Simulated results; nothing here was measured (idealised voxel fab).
Herein follows the process module entitled voxel capacitor over wiring.
FYI the section here is cut, 240 nm wide, cells are 5 nm squares.
A cross-section is written here as square cells arranged in a grid, and it is given in bands from the top down, each band taking up one or more rows of cells.
For a band, the entry starts with two heights in nm, that of the top and then that of the bottom, and carries on with the band's materials in order from left to right, each alongside its width in nm; the word "edge to edge" beside a single material means it fills the band edge to edge, and "blank" means empty space.
The reference from which all heights are counted is 0, the level beneath which the as-received wafer is entirely one material; the lowest band, having no lower bound, proceeds downward and is written after the example "0 nm and below".
Per-row width for "30 to 40": begins at first number (top row of band), ends at second number (bottom row), increment between rows held constant.
"no alteration" -> step changed no cross-section cell.
Empty spaces counting at least 8 cells and having no open way to the top are listed in "Closed void listing". The notation width x height at distance is used for each, the distance being from the left edge and all three values in nm.
On a step's line, text after the settings is the simulator commenting on that step.
Regarding "overlay nm": on a step with a mask, it is the distance the mask lay to the right of its planned place; a negative value places it to the left.
### Planned process steps
1: op RECEIVE | material Si
2: op CONFORMAL_DEP | material SiO2 | thk nm 10
3: op CONFORMAL_DEP | material SiN | thk nm 5
4: op DIRECTIONAL_DEP | material SiO2 | thk nm 15
5: op PATTERN | tone open | mask id METAL_1 | material resist | width nm 30 | pitch nm 80 | thk nm 15 | overlay nm 0
6: op DIRECTIONAL_ETCH | etch materials SiO2 | depth nm 15
7: op DIRECTIONAL_ETCH | etch materials SiN | depth nm 5
8: op STRIP | etch materials resist
9: op CONFORMAL_DEP | material TiN | thk nm 5
10: op FILL_DEP | material Cu | thk nm 5
11: op CMP | height nm 30
12: op EPI | material Ru | thk nm 5
13: op FILL_DEP | material SiCN | thk nm 5
14: op DIRECTIONAL_DEP | material SiO2 | thk nm 15
15: op DIRECTIONAL_DEP | material aC | thk nm 15
16: op PATTERN | tone open | mask id PLUG_1 | material resist | width nm 15 | thk nm 30 | overlay nm 0
17: op DIRECTIONAL_ETCH | etch materials aC | depth nm 15
18: op STRIP | etch materials resist
19: op DIRECTIONAL_ETCH | etch materials SiO2 | depth nm 15
20: op DIRECTIONAL_ETCH | etch materials SiCN | depth nm 5
21: op STRIP | etch materials aC
22: op CONFORMAL_DEP | material TiN | thk nm 5
23: op FILL_DEP | material W | thk nm 10
24: op CMP | height nm 55
25: op DIRECTIONAL_DEP | material TiN | thk nm 10
26: op DIRECTIONAL_DEP | material Al2O3 | thk nm 5
27: op DIRECTIONAL_DEP | material TiN | thk nm 5
28: op MASKED_ETCH | tone cover | mask id UPPER_PLATE | width nm 55 | etch materials TiN | depth nm 5 | overlay nm 0
29: op MASKED_ETCH | tone cover | mask id UPPER_PLATE | width nm 55 | etch materials Al2O3 | depth nm 5 | overlay nm 0
30: op MASKED_ETCH | tone cover | mask id LOWER_PLATE | width nm 65 | etch materials TiN | depth nm 10 | overlay nm 0
31: op FILL_DEP | material SiO2 | thk nm 20
32: op CMP | height nm 90
33: op DIRECTIONAL_DEP | material aC | thk nm 15
34: op PATTERN | tone open | mask id PLUG_2 | material resist | width nm 15 | thk nm 35 | overlay nm 0
35: op DIRECTIONAL_ETCH | etch materials aC | depth nm 15
36: op STRIP | etch materials resist
37: op DIRECTIONAL_ETCH | etch materials SiO2 | depth nm 15
38: op STRIP | etch materials aC
39: op CONFORMAL_DEP | material TiN | thk nm 5
40: op FILL_DEP | material Ru | thk nm 5
41: op CMP | height nm 90
42: op CONFORMAL_DEP | material SiN | thk nm 5
### Incoming wafer, cross-sectional view, post step 1
  0 nm and below | Si edge to edge
  Closed void listing: none
### Result of the module, cross-sectioned: start per above, plan per above, one error in how it was run
  95 nm to 90 nm | SiN edge to edge
  90 nm to 80 nm | SiO2 (90 to 80)  TiN (15 to 55)  SiO2 (135 to 105)
  80 nm to 75 nm | SiO2 (80)  Al2O3 (55)  SiO2 (105)
  75 nm to 65 nm | Al2O3 edge to edge
  65 nm to 55 nm | TiN edge to edge
  55 nm to 40 nm | SiO2 (80)  TiN (5)  W (5)  TiN (5)  SiO2 (145)
  40 nm to 35 nm | SiCN (80)  TiN (15)  SiCN (145)
  35 nm to 30 nm | SiCN (60)  Ru (40)  SiCN (40)  Ru (40)  SiCN (60)
  30 nm to 15 nm | SiO2 (65)  TiN (5)  Cu (20)  TiN (5)  SiO2 (50)  TiN (5)  Cu (20)  TiN (5)  SiO2 (65)
  15 nm to 10 nm | SiN (65)  TiN (30)  SiN (50)  TiN (30)  SiN (65)
  10 nm to 0 nm | SiO2 edge to edge
  0 nm and below | Si edge to edge
  Closed void listing: none
Processing error: step 26 did not use the planned setting and instead ran as op DIRECTIONAL_DEP | material Al2O3 | thk nm 15
